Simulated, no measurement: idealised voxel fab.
The process module presented herein is designated voxel lift off.
Each square cell in cross-section cut measures 5 nm, and the section as a whole is 210 nm wide.
Cross-section layout: square cells on a grid; listed as bands, top to bottom; a band spans one or more cell rows. It is stipulated that each band's entry specify, in nanometres, the height of the top of the band and then that of its bottom, followed by the materials of the band in left-to-right sequence, each together with its width in nanometres. A single material marked by the word "all across" is understood to fill the band from edge to edge; the word "blank" is understood to denote empty space. Zero point of the height axis is 0; under it, received wafer = one material. Lowest band: continues down indefinitely, "0 nm and below". A width given as "30 to 40" starts at the first number in the band's top row and ends at the second number in its bottom row, shifting by an equal amount at every step from row to row. What does "no alteration" mean for a step? It means no cell of the cross-section changed in that step. What "Encapsulated voids" gives you is every empty space of 8 cells or more that is cut off from the top. Each appears as width x height at distance, with the distance taken from the left edge and width, height and distance all in nm. Text after the settings on a step's line: the simulator's own remark on that step. overlay nm, on a step with a mask: how far to the right of its planned place the mask lay; to the left if negative.

-- Listed below are the process steps as planned
1) RECEIVE: material Si
2) CONFORMAL_DEP: material Al2O3, thk nm 15
3) PATTERN: tone open, mask id LINES, material resist, width nm 30, pitch nm 50, thk nm 30, overlay nm 0
4) DIRECTIONAL_DEP: material Ru, thk nm 15
5) STRIP: etch materials resist
6) CONFORMAL_DEP: material SiO2, thk nm 10

-- Cross-section of the wafer at receipt, which is the condition after step 1
  0 nm and below  Si all across
  Encapsulated voids: none

-- Run as planned - first of the two wafers cross-sectioned at the end of the module
  40 nm to 30 nm  blank 30, SiO2 150, blank 30
  30 nm to 25 nm  blank 30, SiO2 10, Ru 30, SiO2 20, Ru 30, SiO2 20, Ru 30, SiO2 10, blank 30
  25 nm to 15 nm  SiO2 40, Ru 30, SiO2 20, Ru 30, SiO2 20, Ru 30, SiO2 40
  15 nm to 0 nm  Al2O3 all across
  0 nm and below  Si all across
  Encapsulated voids: none

-- Here's the second of our two wafers sectioned at module end. Same start as the first, same plan, but one mistake got made running it
  40 nm to 30 nm  blank 30, SiO2 155, blank 25
  30 nm to 25 nm  blank 30, SiO2 10, Ru 35, SiO2 15, Ru 35, SiO2 15, Ru 35, SiO2 10, blank 25
  25 nm to 15 nm  SiO2 40, Ru 35, SiO2 15, Ru 35, SiO2 15, Ru 35, SiO2 35
  15 nm to 0 nm  Al2O3 all across
  0 nm and below  Si all across
  Encapsulated voids: none
Short version of what went wrong: step 3: run off-plan, actual operation and settings PATTERN: tone open, mask id LINES, material resist, width nm 35, pitch nm 50, thk nm 30, overlay nm 0
Count the cells at the end and the second wafer has more or fewer of some materials than the first: Ru +9, SiO2 -6
